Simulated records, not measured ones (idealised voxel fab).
process module | voxel self aligned vias
Cross-section cut spans 245 nm and uses square cells 5 nm in size.
If you're reading a cross-section in this doc, picture square cells in a grid; it comes to you as bands, top ones listed first down to the bottom, and a band can be one or more rows of cells. Top, bottom (nm), then materials left to right with widths (nm); lone material tagged "edge to edge" fills the whole band edge to edge; "air" = empty space. Convention: height 0 is the level below which the wafer, as received, is all one material. The lowest band does not terminate at the bottom but continues downward, represented as "0 down". The notation "30 to 40" denotes a width that varies across the rows of cells in the band, beginning at the first number in the top row, finishing at the second number in the bottom row, and changing by an identical amount from each row to the next. Reading "nothing changed" for a step: not a cell of the cross-section changed in it. In "Trapped cavities" the enclosed voids are listed, meaning empty spaces of 8 cells or larger without any opening to the top. The form is width x height at distance, distance from the left edge, units nm. Where a step's line continues beyond its settings, the continuation is a remark by the simulator itself on that step. For masked steps, "overlay nm" on the step line gives how far right of plan the mask actually lay; a minus sign means it lay to the left.

Here's what the planned process steps look like
1) RECEIVE with material Si
2) CONFORMAL_DEP with material SiO2, thk nm 10
3) CONFORMAL_DEP with material SiCN, thk nm 5
4) DIRECTIONAL_DEP with material lowk, thk nm 25
5) MASKED_ETCH with tone open, mask id LINES, width nm 25, pitch nm 75, etch materials lowk, depth nm 25, overlay nm 0
6) CONFORMAL_DEP with material TiN, thk nm 5
7) FILL_DEP with material Ru, thk nm 10
8) CMP with height nm 40
9) SELECTIVE_ETCH with etch materials W Ru TiN, depth nm 5
10) FILL_DEP with material SiN, thk nm 5
11) CMP with height nm 40
12) DIRECTIONAL_DEP with material lowk, thk nm 15
13) DIRECTIONAL_DEP with material aC, thk nm 10
14) PATTERN with tone open, mask id VIAS, material resist, width nm 45, thk nm 25, overlay nm 0
15) DIRECTIONAL_ETCH with etch materials aC, depth nm 10
16) STRIP with etch materials resist
17) DIRECTIONAL_ETCH with etch materials lowk, depth nm 15
18) DIRECTIONAL_ETCH with etch materials SiN, depth nm 5
19) STRIP with etch materials aC
20) CONFORMAL_DEP with material TiN, thk nm 5
21) FILL_DEP with material Ru, thk nm 10
22) CMP with height nm 55
23) CONFORMAL_DEP with material SiCN, thk nm 5

As received (post step 1): cross-section
* 0 down = Si edge to edge
* Trapped cavities: none

The plan above was carried out on the starting structure above with one mistake, and this cross-section shows the wafer at the end of the module
* 60 to 55 = SiCN edge to edge
* 55 to 40 = lowk (60), TiN (5), Ru (35), TiN (5), lowk (140)
* 40 to 35 = lowk (60), TiN (45), lowk (40), SiN (25), lowk (75)
* 35 to 25 = lowk (60), TiN (15), Ru (15), TiN (15), lowk (40), TiN (5), Ru (15), TiN (5), lowk (75)
* 25 to 20 = lowk (70), TiN (5), Ru (15), TiN (5), lowk (50), TiN (5), Ru (15), TiN (5), lowk (75)
* 20 to 15 = lowk (70), TiN (25), lowk (50), TiN (25), lowk (75)
* 15 to 10 = SiCN edge to edge
* 10 to 0 = SiO2 edge to edge
* 0 down = Si edge to edge
* Trapped cavities: none
Run error: plan step 17 was twice executed
